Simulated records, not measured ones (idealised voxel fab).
Herein follows the process module entitled voxel released beams.
Square cell edge 5 nm, section width 290 nm, ID cut.
In what follows, cross-sections appear as grids of square cells, described through bands that run from the top down, where every band is one or more rows of cells.
Per band: top height and bottom height in nm, followed by the left-to-right materials and their widths in nm; "all across" marks a single material spanning edge to edge, "air" marks empty space.
Basically, 0 is our baseline, since under it the wafer straight out of the box is all one material. The bottom band has no lower end and keeps on going down, so it looks like "0 nm and below".
Width: "30 to 40" (first number = top row, second number = bottom row, same change from row to row of cells).
No cell of the cross-section changed in a step that is given as "remained the same".
"Closed voids list" enumerates empty spaces isolated from the top, with no open way to it, that contain at least 8 cells, giving each as width x height at distance from the left edge, all three in nm.
On a step's line, text after the settings is the simulator commenting on that step.
"overlay nm" denotes, for a step that has a mask, the displacement of the mask to the right of its planned place, with negative values corresponding to the left.
Intended process steps
1,RECEIVE,material Si
2,CONFORMAL_DEP,material Al2O3,thk nm 5
3,DIRECTIONAL_DEP,material SiO2,thk nm 10
4,PATTERN,tone open,mask id ANCHOR,material resist,width nm 35,thk nm 20,overlay nm 0
5,DIRECTIONAL_ETCH,etch materials SiO2,depth nm 10
6,STRIP,etch materials resist
7,CONFORMAL_DEP,material SiN,thk nm 10
8,PATTERN,tone cover,mask id BEAM,material resist,width nm 90,thk nm 20,overlay nm 0
9,DIRECTIONAL_ETCH,etch materials SiN,depth nm 10
10,STRIP,etch materials resist
11,STRIP,etch materials SiO2
Cross-section of the wafer as it came to us, i.e., already through step 1
0 nm and below  Si all across
Closed voids list: none
Module complete, cross-section. Starting point and plan per above. One mistake made in running the module
25 nm to 15 nm  air 95 nm / SiN 90 nm / air 105 nm
15 nm to 0 nm  Al2O3 all across
0 nm and below  Si all across
Closed voids list: none
Run error: step 3, actual vs plan mismatch, actual run DIRECTIONAL_DEP,material Al2O3,thk nm 10
